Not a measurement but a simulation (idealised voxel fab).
process module | voxel transistor to metal
cross-section cut | 300 nm wide | cells 5 nm
A cross-section is a grid of square cells, given in bands from the top down. A band is one or more rows of cells.
Each band's line starts with the height of the band's top and of its bottom, in nm. Then come its materials from left to right, each with its width in nm. One material with "throughout" fills the band from edge to edge. "air" is empty space.
Height 0 is the level under which the wafer as received is all one material. The lowest band goes on downwards, as in "0 down".
A width such as "30 to 40" changes by the same amount from each row of cells to the next, from the band's top row to its bottom row.
"no change" after a step means that no cell of the cross-section changed.
closed voids: empty space of 8 cells or more with no open way to the top, each as width x height at its distance from the left edge, in nm
after a step's settings: what the simulator itself notes on the step
overlay nm, on a step with a mask: how far to the right of its planned place the mask lay; to the left if negative
plan
1 op RECEIVE | material Si
2 op OXIDIZE | depth nm 5
3 op CONFORMAL_DEP | material SiN | thk nm 10
4 op DIRECTIONAL_DEP | material aC | thk nm 15
5 op PATTERN | tone cover | mask id ACTIVE | material resist | width nm 105 | pitch nm 135 | thk nm 35 | overlay nm 0
6 op DIRECTIONAL_ETCH | etch materials aC | depth nm 15
7 op STRIP | etch materials resist
8 op DIRECTIONAL_ETCH | etch materials SiN | depth nm 10
9 op DIRECTIONAL_ETCH | etch materials SiO2 | depth nm 5
10 op DIRECTIONAL_ETCH | etch materials Si | depth nm 30
11 op STRIP | etch materials aC
12 op FILL_DEP | material SiO2 | thk nm 15
13 op CMP | height nm 10
14 op SELECTIVE_ETCH | etch materials SiO2 | depth nm 10
15 op STRIP | etch materials SiN
16 op SELECTIVE_ETCH | etch materials SiO2 | depth nm 5
17 op OXIDIZE | depth nm 5
18 op DIRECTIONAL_DEP | material polySi | thk nm 25
19 op DIRECTIONAL_DEP | material SiCN | thk nm 15
20 op MASKED_ETCH | tone cover | mask id GATE | width nm 25 | pitch nm 135 | etch materials SiCN | depth nm 25 | overlay nm 0
21 op MASKED_ETCH | tone cover | mask id GATE | width nm 25 | pitch nm 135 | etch materials polySi | depth nm 35 | overlay nm 0
22 op CONFORMAL_DEP | material SiN | thk nm 5
23 op DIRECTIONAL_ETCH | etch materials SiN | depth nm 5
24 op DIRECTIONAL_ETCH | etch materials SiO2 | depth nm 5
25 op DIRECTIONAL_ETCH | etch materials Si | depth nm 15
26 op EPI | material SiGe | thk nm 15
27 op FILL_DEP | material SiO2 | thk nm 10
28 op CMP | height nm 20
29 op STRIP | etch materials polySi
30 op SELECTIVE_ETCH | etch materials SiO2 | depth nm 5
31 op CONFORMAL_DEP | material HfO2 | thk nm 5
32 op CONFORMAL_DEP | material TiN | thk nm 5
33 op FILL_DEP | material W | thk nm 5
34 op CMP | height nm 15
35 op DIRECTIONAL_DEP | material SiO2 | thk nm 10
36 op DIRECTIONAL_DEP | material aC | thk nm 10
37 op PATTERN | tone open | mask id CONTACT | material resist | width nm 15 | thk nm 25 | overlay nm 0
38 op DIRECTIONAL_ETCH | etch materials aC | depth nm 10
39 op STRIP | etch materials resist
40 op DIRECTIONAL_ETCH | etch materials SiO2 | depth nm 35
41 op STRIP | etch materials aC
42 op CONFORMAL_DEP | material TiN | thk nm 5
43 op FILL_DEP | material W | thk nm 10
44 op CMP | height nm 25
45 op CONFORMAL_DEP | material SiN | thk nm 5
46 op DIRECTIONAL_DEP | material lowk | thk nm 20
47 op MASKED_ETCH | tone open | mask id METAL_1 | width nm 15 | etch materials lowk | depth nm 20 | overlay nm 0
48 op MASKED_ETCH | tone open | mask id METAL_1 | width nm 15 | etch materials SiN | depth nm 5 | overlay nm 0
49 op CONFORMAL_DEP | material TiN | thk nm 5
50 op FILL_DEP | material W | thk nm 5
51 op CMP | height nm 50
52 op CONFORMAL_DEP | material SiCN | thk nm 5
53 op DIRECTIONAL_DEP | material lowk | thk nm 30
54 op PATTERN | tone open | mask id METAL_2 | material resist | width nm 15 | pitch nm 135 | thk nm 20 | overlay nm 0
55 op DIRECTIONAL_ETCH | etch materials lowk | depth nm 20
56 op STRIP | etch materials resist
57 op PATTERN | tone open | mask id METAL_2_HOLES | material resist | width nm 15 | pitch nm 135 | thk nm 20 | overlay nm 0
58 op DIRECTIONAL_ETCH | etch materials lowk | depth nm 10
59 op DIRECTIONAL_ETCH | etch materials SiCN | depth nm 5
60 op STRIP | etch materials resist
61 op CONFORMAL_DEP | material TiN | thk nm 5
62 op FILL_DEP | material Ru | thk nm 5
63 op CMP | height nm 85
64 op CONFORMAL_DEP | material SiCN | thk nm 5
as received, after step 1
  0 down: Si throughout
  closed voids: none
first wafer at the end, as planned
  90 to 85: SiCN throughout
  85 to 55: lowk 35 | TiN 5 | Ru 5 | TiN 5 | lowk 120 | TiN 5 | Ru 5 | TiN 5 | lowk 115
  55 to 50: SiCN 35 | TiN 15 | SiCN 120 | TiN 15 | SiCN 115
  50 to 30: lowk 35 | TiN 5 | W 5 | TiN 5 | lowk 65 | TiN 5 | W 5 | TiN 5 | lowk 40 | TiN 5 | W 5 | TiN 5 | lowk 65 | TiN 5 | W 5 | TiN 5 | lowk 35
  30 to 25: SiN 35 | TiN 15 | SiN 65 | TiN 15 | SiN 40 | TiN 15 | SiN 65 | TiN 15 | SiN 35
  25 to 15: SiO2 35 | TiN 5 | W 5 | TiN 5 | SiO2 65 | TiN 5 | W 5 | TiN 5 | SiO2 40 | TiN 5 | W 5 | TiN 5 | SiO2 65 | TiN 5 | W 5 | TiN 5 | SiO2 35
  15 to 5: SiO2 35 | TiN 5 | W 5 | TiN 5 | SiO2 15 | SiN 5 | HfO2 5 | TiN 5 | W 5 | TiN 5 | HfO2 5 | SiN 5 | SiO2 15 | TiN 5 | W 5 | TiN 5 | SiO2 40 | TiN 5 | W 5 | TiN 5 | SiO2 15 | SiN 5 | HfO2 5 | TiN 5 | W 5 | TiN 5 | HfO2 5 | SiN 5 | SiO2 15 | TiN 5 | W 5 | TiN 5 | SiO2 35
  5 to 0: SiO2 35 | TiN 5 | W 5 | TiN 5 | SiGe 15 | SiN 5 | HfO2 5 | TiN 5 | W 5 | TiN 5 | HfO2 5 | SiN 5 | SiGe 15 | TiN 5 | W 5 | TiN 5 | SiO2 40 | TiN 5 | W 5 | TiN 5 | SiGe 15 | SiN 5 | HfO2 5 | TiN 5 | W 5 | TiN 5 | HfO2 5 | SiN 5 | SiGe 15 | TiN 5 | W 5 | TiN 5 | SiO2 35
  0 to -5: SiO2 35 | TiN 5 | W 5 | TiN 5 | SiGe 15 | SiN 5 | HfO2 5 | TiN 15 | HfO2 5 | SiN 5 | SiGe 15 | TiN 5 | W 5 | TiN 5 | SiO2 40 | TiN 5 | W 5 | TiN 5 | SiGe 15 | SiN 5 | HfO2 5 | TiN 15 | HfO2 5 | SiN 5 | SiGe 15 | TiN 5 | W 5 | TiN 5 | SiO2 35
  -5 to -10: SiO2 35 | TiN 15 | SiGe 15 | HfO2 35 | SiGe 15 | TiN 15 | SiO2 40 | TiN 15 | SiGe 15 | HfO2 35 | SiGe 15 | TiN 15 | SiO2 35
  -10 to -25: SiO2 30 | SiGe 35 | Si 35 | SiGe 35 | SiO2 30 | SiGe 35 | Si 35 | SiGe 35 | SiO2 30
  -25 to -35: SiO2 30 | Si 105 | SiO2 30 | Si 105 | SiO2 30
  -35 down: Si throughout
  closed voids: none
second wafer at the end: like start, like plan, one mistake
  90 to 85: SiCN throughout
  85 to 55: lowk 35 | TiN 5 | Ru 5 | TiN 5 | lowk 120 | TiN 5 | Ru 5 | TiN 5 | lowk 115
  55 to 50: SiCN 35 | TiN 15 | SiCN 120 | TiN 15 | SiCN 115
  50 to 30: lowk 35 | TiN 5 | W 5 | TiN 5 | lowk 65 | TiN 5 | W 5 | TiN 5 | lowk 40 | TiN 5 | W 5 | TiN 5 | lowk 65 | TiN 5 | W 5 | TiN 5 | lowk 35
  30 to 25: SiN 35 | TiN 15 | SiN 65 | TiN 15 | SiN 40 | TiN 15 | SiN 65 | TiN 15 | SiN 35
  25 to 15: SiO2 35 | TiN 5 | W 5 | TiN 5 | SiO2 65 | TiN 5 | W 5 | TiN 5 | SiO2 40 | TiN 5 | W 5 | TiN 5 | SiO2 65 | TiN 5 | W 5 | TiN 5 | SiO2 35
  15 to 10: SiO2 35 | TiN 5 | W 5 | TiN 5 | SiO2 15 | SiN 5 | HfO2 5 | TiN 5 | W 5 | TiN 5 | HfO2 5 | SiN 5 | SiO2 15 | TiN 5 | W 5 | TiN 5 | SiO2 40 | TiN 5 | W 5 | TiN 5 | SiO2 15 | SiN 5 | HfO2 5 | TiN 5 | W 5 | TiN 5 | HfO2 5 | SiN 5 | SiO2 15 | TiN 5 | W 5 | TiN 5 | SiO2 35
  10 to 5: SiO2 35 | TiN 15 | SiGe 15 | SiN 5 | HfO2 5 | TiN 5 | W 5 | TiN 5 | HfO2 5 | SiN 5 | SiGe 15 | TiN 15 | SiO2 40 | TiN 15 | SiGe 15 | SiN 5 | HfO2 5 | TiN 5 | W 5 | TiN 5 | HfO2 5 | SiN 5 | SiGe 15 | TiN 15 | SiO2 35
  5 to 0: SiO2 30 | SiGe 35 | SiN 5 | HfO2 5 | TiN 15 | HfO2 5 | SiN 5 | SiGe 35 | SiO2 30 | SiGe 35 | SiN 5 | HfO2 5 | TiN 15 | HfO2 5 | SiN 5 | SiGe 35 | SiO2 30
  0 to -5: SiO2 30 | SiN 5 | SiGe 30 | HfO2 35 | SiGe 30 | SiN 5 | SiO2 30 | SiN 5 | SiGe 30 | HfO2 35 | SiGe 30 | SiN 5 | SiO2 30
  -5 to -10: SiO2 40 | SiGe 25 | Si 35 | SiGe 25 | SiO2 50 | SiGe 25 | Si 35 | SiGe 25 | SiO2 40
  -10 to -20: SiO2 30 | Si 10 | SiGe 25 | Si 35 | SiGe 25 | Si 10 | SiO2 30 | Si 10 | SiGe 25 | Si 35 | SiGe 25 | Si 10 | SiO2 30
  -20 to -35: SiO2 30 | Si 105 | SiO2 30 | Si 105 | SiO2 30
  -35 down: Si throughout
  closed voids: none
what went wrong: steps 15 and 16 were swapped
at the end the second wafer has, in cells: 4 fewer of HfO2 | 58 more of Si | 4 more of SiGe | 16 fewer of SiO2 | 28 fewer of TiN | 14 fewer of W
